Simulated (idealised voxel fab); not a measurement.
Proc. module: voxel capacitor over wiring
Each square cell in cross-section cut measures 5 nm, and the section as a whole is 190 nm wide.
Notation: cross-section as square-cell grid; stated in bands, top first, going down; one or more cell rows per band. The entry gives the band's vertical extent as a top height and a bottom height in nm, then its horizontal make-up as materials from left to right, each with a width in nm. "air" stands for empty space; a single material marked "everywhere" fills the band edge to edge. Height is counted from the level 0, under which the received wafer is composed throughout of one material. The lowest of the bands is not closed at the bottom but continues downward, in the notation "z 0 and below". When a width is written as two numbers, as in "30->40", the first number is the width in the top row of cells of the band and the second is the width in its bottom row, and the width changes by the same amount from each row to the next. "all unchanged" -> step changed no cross-section cell. "Closed void roster" contains a list of empty spaces, each no smaller than 8 cells and without an open way to the top, written in the form width x height at distance with the distance from the left edge and all three in nm. On each step's line, the part that comes after the settings is the simulator's own comment on the step. A step's line can hold "overlay nm"; with a mask on that step, the setting says how far right of the planned place the mask lay, while a negative setting says it lay to the left.
Planned process steps:
- 1: RECEIVE (material Si)
- 2: CONFORMAL_DEP (material SiO2; thk nm 15)
- 3: DIRECTIONAL_DEP (material TiN; thk nm 5)
- 4: DIRECTIONAL_DEP (material Ru; thk nm 20)
- 5: DIRECTIONAL_DEP (material aC; thk nm 10)
- 6: PATTERN (tone cover; mask id METAL_1; material resist; width nm 20; pitch nm 70; thk nm 25; overlay nm 0)
- 7: DIRECTIONAL_ETCH (etch materials aC; depth nm 10)
- 8: STRIP (etch materials resist)
- 9: DIRECTIONAL_ETCH (etch materials Ru; depth nm 20)
- 10: DIRECTIONAL_ETCH (etch materials TiN; depth nm 5)
- 11: STRIP (etch materials aC)
- 12: CONFORMAL_DEP (material SiN; thk nm 5)
- 13: FILL_DEP (material SiO2; thk nm 10)
- 14: CMP (height nm 40)
- 15: CONFORMAL_DEP (material SiCN; thk nm 5)
- 16: DIRECTIONAL_DEP (material lowk; thk nm 10)
- 17: MASKED_ETCH (tone open; mask id PLUG_1; width nm 15; etch materials lowk; depth nm 10; overlay nm 0)
- 18: MASKED_ETCH (tone open; mask id PLUG_1; width nm 15; etch materials SiCN; depth nm 5; overlay nm 0)
- 19: EPI (material Ru; thk nm 10)
- 20: EPI (material Ru; thk nm 5)
- 21: DIRECTIONAL_DEP (material TiN; thk nm 5)
- 22: DIRECTIONAL_DEP (material HfO2; thk nm 5)
- 23: DIRECTIONAL_DEP (material TiN; thk nm 5)
- 24: DIRECTIONAL_DEP (material aC; thk nm 10)
- 25: PATTERN (tone cover; mask id UPPER_PLATE; material resist; width nm 55; thk nm 30; overlay nm 0)
- 26: DIRECTIONAL_ETCH (etch materials aC; depth nm 10)
- 27: STRIP (etch materials resist)
- 28: DIRECTIONAL_ETCH (etch materials TiN; depth nm 5)
- 29: DIRECTIONAL_ETCH (etch materials HfO2; depth nm 5)
- 30: STRIP (etch materials aC)
- 31: MASKED_ETCH (tone cover; mask id LOWER_PLATE; width nm 65; etch materials TiN; depth nm 5; overlay nm 0)
- 32: FILL_DEP (material SiO2; thk nm 15)
- 33: CMP (height nm 80)
- 34: PATTERN (tone open; mask id PLUG_2; material resist; width nm 15; thk nm 15; overlay nm 0)
- 35: DIRECTIONAL_ETCH (etch materials SiO2; depth nm 10)
- 36: STRIP (etch materials resist)
- 37: CONFORMAL_DEP (material TiN; thk nm 5)
- 38: FILL_DEP (material Cu; thk nm 5)
- 39: CMP (height nm 80)
- 40: CONFORMAL_DEP (material SiN; thk nm 5)
Shown in cross-section is the wafer as received, that is, as it stands after step 1:
z 0 and below  Si everywhere
Closed void roster: none
Cross-sectional image of the first of two wafers at the end of the module, the run having proceeded as planned:
z 85 to 80  SiN everywhere
z 80 to 75  65 of SiO2 | 5 of TiN | 5 of Cu | 5 of TiN | 110 of SiO2
z 75 to 65  65->55 of SiO2 | 15->55 of TiN | 110->80 of SiO2
z 65 to 60  55 of SiO2 | 55 of HfO2 | 80 of SiO2
z 60 to 55  50 of SiO2 | 65 of TiN | 75 of SiO2
z 55 to 45  55 of lowk | 15 of Ru | 120 of lowk
z 45 to 40  55 of SiCN | 15 of Ru | 120 of SiCN
z 40 to 20  45 of SiO2 | 5 of SiN | 20 of Ru | 5 of SiN | 40 of SiO2 | 5 of SiN | 20 of Ru | 5 of SiN | 45 of SiO2
z 20 to 15  50 of SiN | 20 of TiN | 50 of SiN | 20 of TiN | 50 of SiN
z 15 to 0  SiO2 everywhere
z 0 and below  Si everywhere
Closed void roster: none
Cross-section, wafer two of two, end of module: same start and plan as wafer one, one error in execution:
z 85 to 80  SiN everywhere
z 80 to 75  65 of SiO2 | 5 of TiN | 5 of Cu | 5 of TiN | 110 of SiO2
z 75 to 70  65 of SiO2 | 15 of TiN | 110 of SiO2
z 70 to 65  SiO2 everywhere
z 65 to 60  55 of SiO2 | 55 of HfO2 | 80 of SiO2
z 60 to 55  50 of TiN | 5 of SiO2 | 55 of TiN | 5 of SiO2 | 75 of TiN
z 55 to 45  55 of lowk | 15 of Ru | 120 of lowk
z 45 to 40  55 of SiCN | 15 of Ru | 120 of SiCN
z 40 to 20  45 of SiO2 | 5 of SiN | 20 of Ru | 5 of SiN | 40 of SiO2 | 5 of SiN | 20 of Ru | 5 of SiN | 45 of SiO2
z 20 to 15  50 of SiN | 20 of TiN | 50 of SiN | 20 of TiN | 50 of SiN
z 15 to 0  SiO2 everywhere
z 0 and below  Si everywhere
Closed void roster: none
Finding, execution versus plan: planned and actual differ for step 31; actual: MASKED_ETCH (tone open; mask id LOWER_PLATE; width nm 65; etch materials TiN; depth nm 5; overlay nm 0)
FYI, end of process, the second wafer has more or fewer cells of some materials than the first: 12 fewer of SiO2, 12 more of TiN
